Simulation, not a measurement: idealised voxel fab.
Title: Process Module voxel released beams
Section cut is 260 nm wide and gridded with 5 nm square cells.
Reading order for cross-sections: top band down to bottom band. Underlying form: a grid of square cells. Band size: one or more rows of cells.
Look at the band entry: it leads with the top's height and the bottom's height in nm. Then it lists the materials left to right, with a width in nm for each. The word "all across" on a single material says that material fills the band edge to edge. The word "blank" is empty space.
Height 0 is the level under which the wafer as received is all one material. The lowest band goes on downwards, as in "z 0 and below".
It should be noted that a width expressed as "30 to 40" varies in equal increments from row to row of cells within the band, taking the value of the first number at the top row and that of the second number at the bottom row.
Step marked "remains unaltered"? Then no cell in the cross-section changed in it.
Any empty space of 8 cells or more lacking an open way to the top shows up in "Enclosed internal cavities" as width x height at distance, distance from the left edge, in nm.
Post-settings text on a step line: simulator's own remark regarding the step.
The "overlay nm" setting may appear on a step's line; for a step that uses a mask, it gives how far to the right of its planned position the mask lay, and a negative value indicates the left.

**The steps planned for the process are as follows**
1,op RECEIVE | material Si
2,op CONFORMAL_DEP | material Al2O3 | thk nm 5
3,op DIRECTIONAL_DEP | material SiO2 | thk nm 10
4,op PATTERN | tone open | mask id ANCHOR | material resist | width nm 25 | thk nm 20 | overlay nm 0
5,op DIRECTIONAL_ETCH | etch materials SiO2 | depth nm 5
6,op STRIP | etch materials resist
7,op CONFORMAL_DEP | material SiN | thk nm 10
8,op PATTERN | tone cover | mask id BEAM | material resist | width nm 105 | thk nm 15 | overlay nm 0
9,op DIRECTIONAL_ETCH | etch materials SiN | depth nm 10
10,op STRIP | etch materials resist
11,op STRIP | etch materials SiO2
Among the wafers covered here, the point of difference is the depth nm at step 5; their starting state is shared, and the plan presents the value of the first wafer.

**First wafer of several, as received: cross-section after step 1**
> z 0 and below = Si all across
> Enclosed internal cavities: none

**Here's the first of several wafers in cross-section, end of the module, after the last step, step 11**
> z 5 to 0 = Al2O3 all across
> z 0 and below = Si all across
> Enclosed internal cavities: none

**The last wafer as seen in cross-section at the end of the module**
> z 25 to 15 = blank 75 nm, SiN 15 nm, blank 5 nm, SiN 85 nm, blank 80 nm
> z 15 to 5 = blank 80 nm, SiN 25 nm, blank 155 nm
> z 5 to 0 = Al2O3 all across
> z 0 and below = Si all across
> Enclosed internal cavities: none

**Per wafer, end of module: cells gained (+) or lost (-) per material since receipt, then closed voids**
depth nm 5 | +52 Al2O3 | Enclosed internal cavities: none
depth nm 10 | +52 Al2O3 | +50 SiN | Enclosed internal cavities: none
depth nm 15 | +52 Al2O3 | +50 SiN | Enclosed internal cavities: none
depth nm 20 | +52 Al2O3 | +50 SiN | Enclosed internal cavities: none
depth nm 25 | +52 Al2O3 | +50 SiN | Enclosed internal cavities: none
